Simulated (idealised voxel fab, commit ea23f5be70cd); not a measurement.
process module | voxel air gaps
cross-section cut | 285 nm wide | cells 5 nm
A cross-section is a grid of square cells, given in bands from the top down. A band is one or more rows of cells.
Each band's line starts with the height of the band's top and of its bottom, in nm. Then come its materials from left to right, each with its width in nm. One material with "throughout" fills the band from edge to edge. "air" is empty space.
Height 0 is the level under which the wafer as received is all one material. The lowest band goes on downwards, as in "0 down".
A width such as "30 to 40" changes by the same amount from each row of cells to the next, from the band's top row to its bottom row.
"no change" after a step means that no cell of the cross-section changed.
closed voids: empty space of 8 cells or more with no open way to the top, each as width x height at its distance from the left edge, in nm
after a step's settings: what the simulator itself notes on the step
overlay nm, on a step with a mask: how far to the right of its planned place the mask lay; to the left if negative
plan
1 op RECEIVE | material Si
2 op CONFORMAL_DEP | material SiO2 | thk nm 15
3 op CONFORMAL_DEP | material SiN | thk nm 5
4 op DIRECTIONAL_DEP | material lowk | thk nm 30
5 op MASKED_ETCH | tone open | mask id LINES | width nm 20 | pitch nm 50 | etch materials lowk | depth nm 30 | overlay nm 0
6 op CONFORMAL_DEP | material TiN | thk nm 5
7 op FILL_DEP | material Cu | thk nm 10
8 op CMP | height nm 50
9 op EPI | material Ru | thk nm 10
10 op SELECTIVE_ETCH | etch materials lowk | depth nm 40
11 op CONFORMAL_DEP | material SiN | thk nm 5
as received, after step 1
  0 down: Si throughout
  closed voids: none
a wafer at the end: this start, this plan, one mistake
  65 to 60: air 40 | SiN 200 | air 45
  60 to 50: air 40 | SiN 5 | Ru 40 | SiN 10 | Ru 40 | SiN 10 | Ru 40 | SiN 10 | Ru 40 | SiN 5 | air 45
  50 to 45: air 40 | SiN 15 | TiN 5 | Cu 10 | TiN 5 | SiN 30 | TiN 5 | Cu 10 | TiN 5 | SiN 30 | TiN 5 | Cu 10 | TiN 5 | SiN 30 | TiN 5 | Cu 10 | TiN 5 | SiN 15 | air 45
  45 to 25: air 50 | SiN 5 | TiN 5 | Cu 10 | TiN 5 | SiN 5 | air 20 | SiN 5 | TiN 5 | Cu 10 | TiN 5 | SiN 5 | air 20 | SiN 5 | TiN 5 | Cu 10 | TiN 5 | SiN 5 | air 20 | SiN 5 | TiN 5 | Cu 10 | TiN 5 | SiN 5 | air 55
  25 to 20: SiN 55 | TiN 20 | SiN 30 | TiN 20 | SiN 30 | TiN 20 | SiN 30 | TiN 20 | SiN 60
  20 to 15: Ru throughout
  15 to 0: SiO2 throughout
  0 down: Si throughout
  closed voids: 20 x 20 at 80; 20 x 20 at 130; 20 x 20 at 180
what went wrong: step 3 ran as: op CONFORMAL_DEP | material Ru | thk nm 5
